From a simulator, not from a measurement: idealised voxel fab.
process module | voxel transistor to metal
cross-section cut | 150 nm wide | cells 5 nm
A cross-section is a grid of square cells, given in bands from the top down. A band is one or more rows of cells.
Each band's line starts with the height of the band's top and of its bottom, in nm. Then come its materials from left to right, each with its width in nm. One material with "throughout" fills the band from edge to edge. "air" is empty space.
Height 0 is the level under which the wafer as received is all one material. The lowest band goes on downwards, as in "0 down".
A width such as "30 to 40" changes by the same amount from each row of cells to the next, from the band's top row to its bottom row.
"no change" after a step means that no cell of the cross-section changed.
closed voids: empty space of 8 cells or more with no open way to the top, each as width x height at its distance from the left edge, in nm
after a step's settings: what the simulator itself notes on the step
overlay nm, on a step with a mask: how far to the right of its planned place the mask lay; to the left if negative
plan
1 op RECEIVE | material Si
2 op OXIDIZE | depth nm 5
3 op CONFORMAL_DEP | material SiN | thk nm 15
4 op DIRECTIONAL_DEP | material aC | thk nm 15
5 op PATTERN | tone cover | mask id ACTIVE | material resist | width nm 110 | thk nm 30 | overlay nm 0
6 op DIRECTIONAL_ETCH | etch materials aC | depth nm 15
7 op STRIP | etch materials resist
8 op DIRECTIONAL_ETCH | etch materials SiN | depth nm 15
9 op DIRECTIONAL_ETCH | etch materials SiO2 | depth nm 5
10 op DIRECTIONAL_ETCH | etch materials Si | depth nm 20
11 op STRIP | etch materials aC
12 op OXIDIZE | depth nm 5
13 op FILL_DEP | material SiO2 | thk nm 10
14 op CMP | height nm 15
15 op SELECTIVE_ETCH | etch materials SiO2 | depth nm 5
16 op STRIP | etch materials SiN
17 op SELECTIVE_ETCH | etch materials SiO2 | depth nm 5
18 op OXIDIZE | depth nm 5
19 op DIRECTIONAL_DEP | material polySi | thk nm 20
20 op DIRECTIONAL_DEP | material SiCN | thk nm 10
21 op DIRECTIONAL_DEP | material aC | thk nm 15
22 op PATTERN | tone cover | mask id GATE | material resist | width nm 30 | thk nm 35 | overlay nm 0
23 op DIRECTIONAL_ETCH | etch materials aC | depth nm 15
24 op STRIP | etch materials resist
25 op DIRECTIONAL_ETCH | etch materials SiCN | depth nm 20
26 op DIRECTIONAL_ETCH | etch materials polySi | depth nm 30
27 op STRIP | etch materials aC
28 op CONFORMAL_DEP | material SiO2 | thk nm 5
29 op DIRECTIONAL_ETCH | etch materials SiO2 | depth nm 5
30 op CONFORMAL_DEP | material SiN | thk nm 5
31 op DIRECTIONAL_ETCH | etch materials SiN | depth nm 5
32 op DIRECTIONAL_ETCH | etch materials SiO2 | depth nm 5
33 op DIRECTIONAL_ETCH | etch materials Si | depth nm 15
34 op EPI | material SiGe | thk nm 15
35 op FILL_DEP | material SiO2 | thk nm 5
36 op CMP | height nm 15
37 op STRIP | etch materials polySi
38 op SELECTIVE_ETCH | etch materials SiO2 | depth nm 5
39 op CONFORMAL_DEP | material HfO2 | thk nm 5
40 op CONFORMAL_DEP | material TiN | thk nm 5
41 op FILL_DEP | material W | thk nm 5
42 op CMP | height nm 10
43 op DIRECTIONAL_DEP | material SiO2 | thk nm 15
44 op PATTERN | tone open | mask id CONTACT | material resist | width nm 15 | pitch nm 85 | thk nm 20 | overlay nm 0
45 op DIRECTIONAL_ETCH | etch materials SiO2 | depth nm 35
46 op STRIP | etch materials resist
47 op CONFORMAL_DEP | material TiN | thk nm 5
48 op FILL_DEP | material W | thk nm 10
49 op CMP | height nm 25
50 op CONFORMAL_DEP | material SiN | thk nm 5
51 op DIRECTIONAL_DEP | material SiO2 | thk nm 25
52 op PATTERN | tone open | mask id METAL_1 | material resist | width nm 15 | pitch nm 85 | thk nm 15 | overlay nm 0
53 op DIRECTIONAL_ETCH | etch materials SiO2 | depth nm 25
54 op DIRECTIONAL_ETCH | etch materials SiN | depth nm 5
55 op STRIP | etch materials resist
56 op CONFORMAL_DEP | material TiN | thk nm 5
57 op FILL_DEP | material Cu | thk nm 10
58 op CMP | height nm 55
59 op EPI | material Ru | thk nm 5
60 op FILL_DEP | material SiCN | thk nm 5
61 op DIRECTIONAL_DEP | material lowk | thk nm 35
62 op DIRECTIONAL_DEP | material aC | thk nm 10
63 op PATTERN | tone open | mask id METAL_2 | material resist | width nm 15 | pitch nm 85 | thk nm 25 | overlay nm 0
64 op DIRECTIONAL_ETCH | etch materials aC | depth nm 10
65 op STRIP | etch materials resist
66 op DIRECTIONAL_ETCH | etch materials lowk | depth nm 20
67 op STRIP | etch materials aC
68 op DIRECTIONAL_DEP | material aC | thk nm 15
69 op PATTERN | tone open | mask id METAL_2_HOLES | material resist | width nm 15 | pitch nm 85 | thk nm 35 | overlay nm 0
70 op DIRECTIONAL_ETCH | etch materials aC | depth nm 15
71 op STRIP | etch materials resist
72 op DIRECTIONAL_ETCH | etch materials lowk | depth nm 15
73 op DIRECTIONAL_ETCH | etch materials SiCN | depth nm 5
74 op STRIP | etch materials aC
75 op CONFORMAL_DEP | material TiN | thk nm 5
76 op FILL_DEP | material Cu | thk nm 5
77 op CMP | height nm 100
78 op CONFORMAL_DEP | material SiCN | thk nm 5
first wafer, as planned
as received, after step 1
  0 down: Si throughout
  closed voids: none
after step 2
  0 to -5: SiO2 throughout
  below -5: unchanged
after step 3
  15 to 0: SiN throughout
  below 0: unchanged
after step 4
  30 to 15: aC throughout
  below 15: unchanged
after step 5
  60 to 30: air 20 | resist 110 | air 20
  below 30: unchanged
after step 6
  45 to 30: air 20 | resist 110 | air 20
  30 to 15: air 20 | aC 110 | air 20
  below 15: unchanged
after step 7
  30 to 15: air 20 | aC 110 | air 20
  below 15: unchanged
after step 8
  30 to 15: air 20 | aC 110 | air 20
  15 to 0: air 20 | SiN 110 | air 20
  below 0: unchanged
after step 9
  30 to 15: air 20 | aC 110 | air 20
  15 to 0: air 20 | SiN 110 | air 20
  0 to -5: air 20 | SiO2 110 | air 20
  below -5: unchanged
after step 10
  30 to 15: air 20 | aC 110 | air 20
  15 to 0: air 20 | SiN 110 | air 20
  0 to -5: air 20 | SiO2 110 | air 20
  -5 to -25: air 20 | Si 110 | air 20
  below -25: unchanged
after step 11
  15 to 0: air 20 | SiN 110 | air 20
  below 0: unchanged
after step 12
  15 to 0: air 20 | SiN 110 | air 20
  0 to -5: air 20 | SiO2 110 | air 20
  -5 to -25: air 20 | SiO2 5 | Si 100 | SiO2 5 | air 20
  -25 to -30: SiO2 25 | Si 100 | SiO2 25
  below -30: unchanged
after step 13
  25 to 15: SiO2 throughout
  15 to 0: SiO2 20 | SiN 110 | SiO2 20
  0 to -5: SiO2 throughout
  -5 to -30: SiO2 25 | Si 100 | SiO2 25
  below -30: unchanged
after step 14
  15 to 0: SiO2 20 | SiN 110 | SiO2 20
  below 0: unchanged
after step 15
  15 to 10: air 20 | SiN 110 | air 20
  below 10: unchanged
after step 16
  10 to 0: SiO2 20 | air 110 | SiO2 20
  below 0: unchanged
after step 17
  5 to -5: SiO2 15 | air 120 | SiO2 15
  below -5: unchanged
after step 18
  5 to -5: SiO2 15 | air 120 | SiO2 15
  -5 to -10: SiO2 throughout
  below -10: unchanged
after step 19
  25 to 15: polySi 15 | air 120 | polySi 15
  15 to 5: polySi throughout
  5 to -5: SiO2 15 | polySi 120 | SiO2 15
  below -5: unchanged
after step 20
  35 to 25: SiCN 15 | air 120 | SiCN 15
  25 to 15: polySi 15 | SiCN 120 | polySi 15
  below 15: unchanged
after step 21
  50 to 40: aC 15 | air 120 | aC 15
  40 to 35: aC throughout
  35 to 25: SiCN 15 | aC 120 | SiCN 15
  below 25: unchanged
after step 22
  85 to 50: air 60 | resist 30 | air 60
  50 to 40: aC 15 | air 45 | resist 30 | air 45 | aC 15
  below 40: unchanged
after step 23
  70 to 40: air 60 | resist 30 | air 60
  40 to 35: air 60 | aC 30 | air 60
  35 to 25: SiCN 15 | air 45 | aC 30 | air 45 | SiCN 15
  below 25: unchanged
after step 24
  40 to 35: air 60 | aC 30 | air 60
  below 35: unchanged
after step 25
  40 to 25: air 60 | aC 30 | air 60
  25 to 15: polySi 15 | air 45 | SiCN 30 | air 45 | polySi 15
  below 15: unchanged
after step 26
  40 to 25: air 60 | aC 30 | air 60
  25 to 15: air 60 | SiCN 30 | air 60
  15 to 5: air 60 | polySi 30 | air 60
  5 to -5: SiO2 15 | air 45 | polySi 30 | air 45 | SiO2 15
  below -5: unchanged
after step 27
  25 to 15: air 60 | SiCN 30 | air 60
  below 15: unchanged
after step 28
  30 to 25: air 55 | SiO2 40 | air 55
  25 to 15: air 55 | SiO2 5 | SiCN 30 | SiO2 5 | air 55
  15 to 10: air 55 | SiO2 5 | polySi 30 | SiO2 5 | air 55
  10 to 0: SiO2 20 | air 35 | SiO2 5 | polySi 30 | SiO2 5 | air 35 | SiO2 20
  0 to -5: SiO2 60 | polySi 30 | SiO2 60
  below -5: unchanged
after step 29
  25 to 15: air 55 | SiO2 5 | SiCN 30 | SiO2 5 | air 55
  15 to 5: air 55 | SiO2 5 | polySi 30 | SiO2 5 | air 55
  5 to -5: SiO2 20 | air 35 | SiO2 5 | polySi 30 | SiO2 5 | air 35 | SiO2 20
  below -5: unchanged
after step 30
  30 to 25: air 50 | SiN 50 | air 50
  25 to 15: air 50 | SiN 5 | SiO2 5 | SiCN 30 | SiO2 5 | SiN 5 | air 50
  15 to 10: air 50 | SiN 5 | SiO2 5 | polySi 30 | SiO2 5 | SiN 5 | air 50
  10 to 5: SiN 25 | air 25 | SiN 5 | SiO2 5 | polySi 30 | SiO2 5 | SiN 5 | air 25 | SiN 25
  5 to 0: SiO2 20 | SiN 5 | air 25 | SiN 5 | SiO2 5 | polySi 30 | SiO2 5 | SiN 5 | air 25 | SiN 5 | SiO2 20
  0 to -5: SiO2 20 | SiN 35 | SiO2 5 | polySi 30 | SiO2 5 | SiN 35 | SiO2 20
  below -5: unchanged
after step 31
  25 to 15: air 50 | SiN 5 | SiO2 5 | SiCN 30 | SiO2 5 | SiN 5 | air 50
  15 to 5: air 50 | SiN 5 | SiO2 5 | polySi 30 | SiO2 5 | SiN 5 | air 50
  5 to -5: SiO2 20 | SiN 5 | air 25 | SiN 5 | SiO2 5 | polySi 30 | SiO2 5 | SiN 5 | air 25 | SiN 5 | SiO2 20
  below -5: unchanged
after step 32
  25 to 20: air 50 | SiN 5 | air 5 | SiCN 30 | air 5 | SiN 5 | air 50
  20 to 15: air 50 | SiN 5 | SiO2 5 | SiCN 30 | SiO2 5 | SiN 5 | air 50
  15 to 5: air 50 | SiN 5 | SiO2 5 | polySi 30 | SiO2 5 | SiN 5 | air 50
  5 to 0: air 20 | SiN 5 | air 25 | SiN 5 | SiO2 5 | polySi 30 | SiO2 5 | SiN 5 | air 25 | SiN 5 | air 20
  0 to -5: SiO2 20 | SiN 5 | air 25 | SiN 5 | SiO2 5 | polySi 30 | SiO2 5 | SiN 5 | air 25 | SiN 5 | SiO2 20
  -5 to -10: SiO2 25 | air 25 | SiO2 50 | air 25 | SiO2 25
  below -10: unchanged
after step 33
  25 to 20: air 50 | SiN 5 | air 5 | SiCN 30 | air 5 | SiN 5 | air 50
  20 to 15: air 50 | SiN 5 | SiO2 5 | SiCN 30 | SiO2 5 | SiN 5 | air 50
  15 to 5: air 50 | SiN 5 | SiO2 5 | polySi 30 | SiO2 5 | SiN 5 | air 50
  5 to 0: air 20 | SiN 5 | air 25 | SiN 5 | SiO2 5 | polySi 30 | SiO2 5 | SiN 5 | air 25 | SiN 5 | air 20
  0 to -5: SiO2 20 | SiN 5 | air 25 | SiN 5 | SiO2 5 | polySi 30 | SiO2 5 | SiN 5 | air 25 | SiN 5 | SiO2 20
  -5 to -10: SiO2 25 | air 25 | SiO2 50 | air 25 | SiO2 25
  -10 to -25: SiO2 25 | air 25 | Si 50 | air 25 | SiO2 25
  below -25: unchanged
after step 34
  25 to 20: air 50 | SiN 5 | air 5 | SiCN 30 | air 5 | SiN 5 | air 50
  20 to 15: air 50 | SiN 5 | SiO2 5 | SiCN 30 | SiO2 5 | SiN 5 | air 50
  15 to 5: air 50 | SiN 5 | SiO2 5 | polySi 30 | SiO2 5 | SiN 5 | air 50
  5 to 0: air 20 | SiN 5 | air 10 | SiGe 15 | SiN 5 | SiO2 5 | polySi 30 | SiO2 5 | SiN 5 | SiGe 15 | air 10 | SiN 5 | air 20
  0 to -5: SiO2 20 | SiN 5 | air 10 | SiGe 15 | SiN 5 | SiO2 5 | polySi 30 | SiO2 5 | SiN 5 | SiGe 15 | air 10 | SiN 5 | SiO2 20
  -5 to -10: SiO2 25 | air 10 | SiGe 15 | SiO2 50 | SiGe 15 | air 10 | SiO2 25
  -10 to -25: SiO2 25 | SiGe 25 | Si 50 | SiGe 25 | SiO2 25
  below -25: unchanged
after step 35
  30 to 25: SiO2 throughout
  25 to 15: SiO2 50 | SiN 5 | SiO2 5 | SiCN 30 | SiO2 5 | SiN 5 | SiO2 50
  15 to 5: SiO2 50 | SiN 5 | SiO2 5 | polySi 30 | SiO2 5 | SiN 5 | SiO2 50
  5 to -5: SiO2 20 | SiN 5 | SiO2 10 | SiGe 15 | SiN 5 | SiO2 5 | polySi 30 | SiO2 5 | SiN 5 | SiGe 15 | SiO2 10 | SiN 5 | SiO2 20
  -5 to -10: SiO2 35 | SiGe 15 | SiO2 50 | SiGe 15 | SiO2 35
  below -10: unchanged
after step 36
  15 to 5: SiO2 50 | SiN 5 | SiO2 5 | polySi 30 | SiO2 5 | SiN 5 | SiO2 50
  below 5: unchanged
after step 37
  15 to 5: SiO2 50 | SiN 5 | SiO2 5 | air 30 | SiO2 5 | SiN 5 | SiO2 50
  5 to -5: SiO2 20 | SiN 5 | SiO2 10 | SiGe 15 | SiN 5 | SiO2 5 | air 30 | SiO2 5 | SiN 5 | SiGe 15 | SiO2 10 | SiN 5 | SiO2 20
  below -5: unchanged
after step 38
  15 to 10: air 50 | SiN 5 | air 40 | SiN 5 | air 50
  10 to 5: SiO2 50 | SiN 5 | air 40 | SiN 5 | SiO2 50
  5 to -5: SiO2 20 | SiN 5 | SiO2 10 | SiGe 15 | SiN 5 | air 40 | SiN 5 | SiGe 15 | SiO2 10 | SiN 5 | SiO2 20
  -5 to -10: SiO2 35 | SiGe 15 | SiO2 5 | air 40 | SiO2 5 | SiGe 15 | SiO2 35
  below -10: unchanged
after step 39
  20 to 15: air 45 | HfO2 15 | air 30 | HfO2 15 | air 45
  15 to 10: HfO2 50 | SiN 5 | HfO2 5 | air 30 | HfO2 5 | SiN 5 | HfO2 50
  10 to 5: SiO2 50 | SiN 5 | HfO2 5 | air 30 | HfO2 5 | SiN 5 | SiO2 50
  5 to -5: SiO2 20 | SiN 5 | SiO2 10 | SiGe 15 | SiN 5 | HfO2 5 | air 30 | HfO2 5 | SiN 5 | SiGe 15 | SiO2 10 | SiN 5 | SiO2 20
  -5 to -10: SiO2 35 | SiGe 15 | SiO2 5 | HfO2 40 | SiO2 5 | SiGe 15 | SiO2 35
  below -10: unchanged
after step 40
  25 to 20: air 40 | TiN 25 | air 20 | TiN 25 | air 40
  20 to 15: TiN 45 | HfO2 15 | TiN 5 | air 20 | TiN 5 | HfO2 15 | TiN 45
  15 to 10: HfO2 50 | SiN 5 | HfO2 5 | TiN 5 | air 20 | TiN 5 | HfO2 5 | SiN 5 | HfO2 50
  10 to 5: SiO2 50 | SiN 5 | HfO2 5 | TiN 5 | air 20 | TiN 5 | HfO2 5 | SiN 5 | SiO2 50
  5 to 0: SiO2 20 | SiN 5 | SiO2 10 | SiGe 15 | SiN 5 | HfO2 5 | TiN 5 | air 20 | TiN 5 | HfO2 5 | SiN 5 | SiGe 15 | SiO2 10 | SiN 5 | SiO2 20
  0 to -5: SiO2 20 | SiN 5 | SiO2 10 | SiGe 15 | SiN 5 | HfO2 5 | TiN 30 | HfO2 5 | SiN 5 | SiGe 15 | SiO2 10 | SiN 5 | SiO2 20
  below -5: unchanged
after step 41
  30 to 25: W throughout
  25 to 20: W 40 | TiN 25 | W 20 | TiN 25 | W 40
  20 to 15: TiN 45 | HfO2 15 | TiN 5 | W 20 | TiN 5 | HfO2 15 | TiN 45
  15 to 10: HfO2 50 | SiN 5 | HfO2 5 | TiN 5 | W 20 | TiN 5 | HfO2 5 | SiN 5 | HfO2 50
  10 to 5: SiO2 50 | SiN 5 | HfO2 5 | TiN 5 | W 20 | TiN 5 | HfO2 5 | SiN 5 | SiO2 50
  5 to 0: SiO2 20 | SiN 5 | SiO2 10 | SiGe 15 | SiN 5 | HfO2 5 | TiN 5 | W 20 | TiN 5 | HfO2 5 | SiN 5 | SiGe 15 | SiO2 10 | SiN 5 | SiO2 20
  below 0: unchanged
after step 42
  10 to 5: SiO2 50 | SiN 5 | HfO2 5 | TiN 5 | W 20 | TiN 5 | HfO2 5 | SiN 5 | SiO2 50
  below 5: unchanged
after step 43
  25 to 10: SiO2 throughout
  below 10: unchanged
after step 44
  45 to 25: resist 25 | air 15 | resist 70 | air 15 | resist 25
  below 25: unchanged
after step 45
  45 to 25: resist 25 | air 15 | resist 70 | air 15 | resist 25
  25 to 10: SiO2 25 | air 15 | SiO2 70 | air 15 | SiO2 25
  10 to 5: SiO2 25 | air 15 | SiO2 10 | SiN 5 | HfO2 5 | TiN 5 | W 20 | TiN 5 | HfO2 5 | SiN 5 | SiO2 10 | air 15 | SiO2 25
  5 to 0: SiO2 20 | SiN 5 | air 10 | SiGe 15 | SiN 5 | HfO2 5 | TiN 5 | W 20 | TiN 5 | HfO2 5 | SiN 5 | SiGe 15 | air 10 | SiN 5 | SiO2 20
  0 to -5: SiO2 20 | SiN 5 | air 10 | SiGe 15 | SiN 5 | HfO2 5 | TiN 30 | HfO2 5 | SiN 5 | SiGe 15 | air 10 | SiN 5 | SiO2 20
  -5 to -10: SiO2 25 | air 10 | SiGe 15 | SiO2 5 | HfO2 40 | SiO2 5 | SiGe 15 | air 10 | SiO2 25
  below -10: unchanged
after step 46
  25 to 10: SiO2 25 | air 15 | SiO2 70 | air 15 | SiO2 25
  below 10: unchanged
after step 47
  30 to 25: TiN 30 | air 5 | TiN 80 | air 5 | TiN 30
  25 to 10: SiO2 25 | TiN 5 | air 5 | TiN 5 | SiO2 70 | TiN 5 | air 5 | TiN 5 | SiO2 25
  10 to 5: SiO2 25 | TiN 15 | SiO2 10 | SiN 5 | HfO2 5 | TiN 5 | W 20 | TiN 5 | HfO2 5 | SiN 5 | SiO2 10 | TiN 15 | SiO2 25
  5 to 0: SiO2 20 | SiN 5 | TiN 10 | SiGe 15 | SiN 5 | HfO2 5 | TiN 5 | W 20 | TiN 5 | HfO2 5 | SiN 5 | SiGe 15 | TiN 10 | SiN 5 | SiO2 20
  0 to -5: SiO2 20 | SiN 5 | TiN 10 | SiGe 15 | SiN 5 | HfO2 5 | TiN 30 | HfO2 5 | SiN 5 | SiGe 15 | TiN 10 | SiN 5 | SiO2 20
  -5 to -10: SiO2 25 | TiN 10 | SiGe 15 | SiO2 5 | HfO2 40 | SiO2 5 | SiGe 15 | TiN 10 | SiO2 25
  below -10: unchanged
after step 48
  40 to 30: W throughout
  30 to 25: TiN 30 | W 5 | TiN 80 | W 5 | TiN 30
  25 to 10: SiO2 25 | TiN 5 | W 5 | TiN 5 | SiO2 70 | TiN 5 | W 5 | TiN 5 | SiO2 25
  below 10: unchanged
after step 49
  25 to 10: SiO2 25 | TiN 5 | W 5 | TiN 5 | SiO2 70 | TiN 5 | W 5 | TiN 5 | SiO2 25
  below 10: unchanged
after step 50
  30 to 25: SiN throughout
  below 25: unchanged
after step 51
  55 to 30: SiO2 throughout
  below 30: unchanged
after step 52
  70 to 55: resist 25 | air 15 | resist 70 | air 15 | resist 25
  below 55: unchanged
after step 53
  70 to 55: resist 25 | air 15 | resist 70 | air 15 | resist 25
  55 to 30: SiO2 25 | air 15 | SiO2 70 | air 15 | SiO2 25
  below 30: unchanged
after step 54
  70 to 55: resist 25 | air 15 | resist 70 | air 15 | resist 25
  55 to 30: SiO2 25 | air 15 | SiO2 70 | air 15 | SiO2 25
  30 to 25: SiN 25 | air 15 | SiN 70 | air 15 | SiN 25
  below 25: unchanged
after step 55
  55 to 30: SiO2 25 | air 15 | SiO2 70 | air 15 | SiO2 25
  below 30: unchanged
after step 56
  60 to 55: TiN 30 | air 5 | TiN 80 | air 5 | TiN 30
  55 to 30: SiO2 25 | TiN 5 | air 5 | TiN 5 | SiO2 70 | TiN 5 | air 5 | TiN 5 | SiO2 25
  30 to 25: SiN 25 | TiN 15 | SiN 70 | TiN 15 | SiN 25
  below 25: unchanged
after step 57
  70 to 60: Cu throughout
  60 to 55: TiN 30 | Cu 5 | TiN 80 | Cu 5 | TiN 30
  55 to 30: SiO2 25 | TiN 5 | Cu 5 | TiN 5 | SiO2 70 | TiN 5 | Cu 5 | TiN 5 | SiO2 25
  below 30: unchanged
after step 58
  55 to 30: SiO2 25 | TiN 5 | Cu 5 | TiN 5 | SiO2 70 | TiN 5 | Cu 5 | TiN 5 | SiO2 25
  below 30: unchanged
after step 59
  60 to 55: air 20 | Ru 25 | air 60 | Ru 25 | air 20
  below 55: unchanged
after step 60
  65 to 60: SiCN throughout
  60 to 55: SiCN 20 | Ru 25 | SiCN 60 | Ru 25 | SiCN 20
  below 55: unchanged
after step 61
  100 to 65: lowk throughout
  below 65: unchanged
after step 62
  110 to 100: aC throughout
  below 100: unchanged
after step 63
  135 to 110: resist 25 | air 15 | resist 70 | air 15 | resist 25
  below 110: unchanged
after step 64
  125 to 110: resist 25 | air 15 | resist 70 | air 15 | resist 25
  110 to 100: aC 25 | air 15 | aC 70 | air 15 | aC 25
  below 100: unchanged
after step 65
  110 to 100: aC 25 | air 15 | aC 70 | air 15 | aC 25
  below 100: unchanged
after step 66
  110 to 100: aC 25 | air 15 | aC 70 | air 15 | aC 25
  100 to 80: lowk 25 | air 15 | lowk 70 | air 15 | lowk 25
  below 80: unchanged
after step 67
  100 to 80: lowk 25 | air 15 | lowk 70 | air 15 | lowk 25
  below 80: unchanged
after step 68
  115 to 100: aC 25 | air 15 | aC 70 | air 15 | aC 25
  100 to 95: lowk 25 | air 15 | lowk 70 | air 15 | lowk 25
  95 to 80: lowk 25 | aC 15 | lowk 70 | aC 15 | lowk 25
  below 80: unchanged
after step 69
  150 to 115: resist 25 | air 15 | resist 70 | air 15 | resist 25
  below 115: unchanged
after step 70
  135 to 115: resist 25 | air 15 | resist 70 | air 15 | resist 25
  115 to 100: aC 25 | air 15 | aC 70 | air 15 | aC 25
  100 to 80: lowk 25 | air 15 | lowk 70 | air 15 | lowk 25
  below 80: unchanged
after step 71
  115 to 100: aC 25 | air 15 | aC 70 | air 15 | aC 25
  below 100: unchanged
after step 72
  115 to 100: aC 25 | air 15 | aC 70 | air 15 | aC 25
  100 to 65: lowk 25 | air 15 | lowk 70 | air 15 | lowk 25
  below 65: unchanged
after step 73
  115 to 100: aC 25 | air 15 | aC 70 | air 15 | aC 25
  100 to 65: lowk 25 | air 15 | lowk 70 | air 15 | lowk 25
  65 to 60: SiCN 25 | air 15 | SiCN 70 | air 15 | SiCN 25
  below 60: unchanged
after step 74
  100 to 65: lowk 25 | air 15 | lowk 70 | air 15 | lowk 25
  below 65: unchanged
after step 75
  105 to 100: TiN 30 | air 5 | TiN 80 | air 5 | TiN 30
  100 to 65: lowk 25 | TiN 5 | air 5 | TiN 5 | lowk 70 | TiN 5 | air 5 | TiN 5 | lowk 25
  65 to 60: SiCN 25 | TiN 15 | SiCN 70 | TiN 15 | SiCN 25
  below 60: unchanged
after step 76
  110 to 105: Cu throughout
  105 to 100: TiN 30 | Cu 5 | TiN 80 | Cu 5 | TiN 30
  100 to 65: lowk 25 | TiN 5 | Cu 5 | TiN 5 | lowk 70 | TiN 5 | Cu 5 | TiN 5 | lowk 25
  below 65: unchanged
after step 77
  100 to 65: lowk 25 | TiN 5 | Cu 5 | TiN 5 | lowk 70 | TiN 5 | Cu 5 | TiN 5 | lowk 25
  below 65: unchanged
after step 78
  105 to 100: SiCN throughout
  below 100: unchanged
second wafer: like start, like plan, one mistake. Through step 42 it matches the first wafer
when step 43 should have ended
  25 to 10: TiN throughout
  below 10: unchanged
when step 44 should have ended
  45 to 25: resist 25 | air 15 | resist 70 | air 15 | resist 25
  below 25: unchanged
when step 45 should have ended: no change
when step 46 should have ended
  25 to 10: TiN throughout
  below 10: unchanged
when step 47 should have ended
  30 to 10: TiN throughout
  below 10: unchanged
when step 48 should have ended
  40 to 30: W throughout
  below 30: unchanged
when step 49 should have ended
  25 to 10: TiN throughout
  below 10: unchanged
when step 50 should have ended
  30 to 25: SiN throughout
  below 25: unchanged
when step 51 should have ended
  55 to 30: SiO2 throughout
  below 30: unchanged
when step 52 should have ended
  70 to 55: resist 25 | air 15 | resist 70 | air 15 | resist 25
  below 55: unchanged
when step 53 should have ended
  70 to 55: resist 25 | air 15 | resist 70 | air 15 | resist 25
  55 to 30: SiO2 25 | air 15 | SiO2 70 | air 15 | SiO2 25
  below 30: unchanged
when step 54 should have ended
  70 to 55: resist 25 | air 15 | resist 70 | air 15 | resist 25
  55 to 30: SiO2 25 | air 15 | SiO2 70 | air 15 | SiO2 25
  30 to 25: SiN 25 | air 15 | SiN 70 | air 15 | SiN 25
  below 25: unchanged
when step 55 should have ended
  55 to 30: SiO2 25 | air 15 | SiO2 70 | air 15 | SiO2 25
  below 30: unchanged
when step 56 should have ended
  60 to 55: TiN 30 | air 5 | TiN 80 | air 5 | TiN 30
  55 to 30: SiO2 25 | TiN 5 | air 5 | TiN 5 | SiO2 70 | TiN 5 | air 5 | TiN 5 | SiO2 25
  30 to 25: SiN 25 | TiN 15 | SiN 70 | TiN 15 | SiN 25
  below 25: unchanged
when step 57 should have ended
  70 to 60: Cu throughout
  60 to 55: TiN 30 | Cu 5 | TiN 80 | Cu 5 | TiN 30
  55 to 30: SiO2 25 | TiN 5 | Cu 5 | TiN 5 | SiO2 70 | TiN 5 | Cu 5 | TiN 5 | SiO2 25
  below 30: unchanged
when step 58 should have ended
  55 to 30: SiO2 25 | TiN 5 | Cu 5 | TiN 5 | SiO2 70 | TiN 5 | Cu 5 | TiN 5 | SiO2 25
  below 30: unchanged
when step 59 should have ended
  60 to 55: air 20 | Ru 25 | air 60 | Ru 25 | air 20
  below 55: unchanged
when step 60 should have ended
  65 to 60: SiCN throughout
  60 to 55: SiCN 20 | Ru 25 | SiCN 60 | Ru 25 | SiCN 20
  below 55: unchanged
when step 61 should have ended
  100 to 65: lowk throughout
  below 65: unchanged
when step 62 should have ended
  110 to 100: aC throughout
  below 100: unchanged
when step 63 should have ended
  135 to 110: resist 25 | air 15 | resist 70 | air 15 | resist 25
  below 110: unchanged
when step 64 should have ended
  125 to 110: resist 25 | air 15 | resist 70 | air 15 | resist 25
  110 to 100: aC 25 | air 15 | aC 70 | air 15 | aC 25
  below 100: unchanged
when step 65 should have ended
  110 to 100: aC 25 | air 15 | aC 70 | air 15 | aC 25
  below 100: unchanged
when step 66 should have ended
  110 to 100: aC 25 | air 15 | aC 70 | air 15 | aC 25
  100 to 80: lowk 25 | air 15 | lowk 70 | air 15 | lowk 25
  below 80: unchanged
when step 67 should have ended
  100 to 80: lowk 25 | air 15 | lowk 70 | air 15 | lowk 25
  below 80: unchanged
when step 68 should have ended
  115 to 100: aC 25 | air 15 | aC 70 | air 15 | aC 25
  100 to 95: lowk 25 | air 15 | lowk 70 | air 15 | lowk 25
  95 to 80: lowk 25 | aC 15 | lowk 70 | aC 15 | lowk 25
  below 80: unchanged
when step 69 should have ended
  150 to 115: resist 25 | air 15 | resist 70 | air 15 | resist 25
  below 115: unchanged
when step 70 should have ended
  135 to 115: resist 25 | air 15 | resist 70 | air 15 | resist 25
  115 to 100: aC 25 | air 15 | aC 70 | air 15 | aC 25
  100 to 80: lowk 25 | air 15 | lowk 70 | air 15 | lowk 25
  below 80: unchanged
when step 71 should have ended
  115 to 100: aC 25 | air 15 | aC 70 | air 15 | aC 25
  below 100: unchanged
when step 72 should have ended
  115 to 100: aC 25 | air 15 | aC 70 | air 15 | aC 25
  100 to 65: lowk 25 | air 15 | lowk 70 | air 15 | lowk 25
  below 65: unchanged
when step 73 should have ended
  115 to 100: aC 25 | air 15 | aC 70 | air 15 | aC 25
  100 to 65: lowk 25 | air 15 | lowk 70 | air 15 | lowk 25
  65 to 60: SiCN 25 | air 15 | SiCN 70 | air 15 | SiCN 25
  below 60: unchanged
when step 74 should have ended
  100 to 65: lowk 25 | air 15 | lowk 70 | air 15 | lowk 25
  below 65: unchanged
when step 75 should have ended
  105 to 100: TiN 30 | air 5 | TiN 80 | air 5 | TiN 30
  100 to 65: lowk 25 | TiN 5 | air 5 | TiN 5 | lowk 70 | TiN 5 | air 5 | TiN 5 | lowk 25
  65 to 60: SiCN 25 | TiN 15 | SiCN 70 | TiN 15 | SiCN 25
  below 60: unchanged
when step 76 should have ended
  110 to 105: Cu throughout
  105 to 100: TiN 30 | Cu 5 | TiN 80 | Cu 5 | TiN 30
  100 to 65: lowk 25 | TiN 5 | Cu 5 | TiN 5 | lowk 70 | TiN 5 | Cu 5 | TiN 5 | lowk 25
  below 65: unchanged
when step 77 should have ended
  100 to 65: lowk 25 | TiN 5 | Cu 5 | TiN 5 | lowk 70 | TiN 5 | Cu 5 | TiN 5 | lowk 25
  below 65: unchanged
when step 78 should have ended
  105 to 100: SiCN throughout
  below 100: unchanged
what went wrong: step 43 ran as: op DIRECTIONAL_DEP | material TiN | thk nm 15
at the end the second wafer has, in cells: 54 fewer of SiO2 | 60 more of TiN | 6 fewer of W
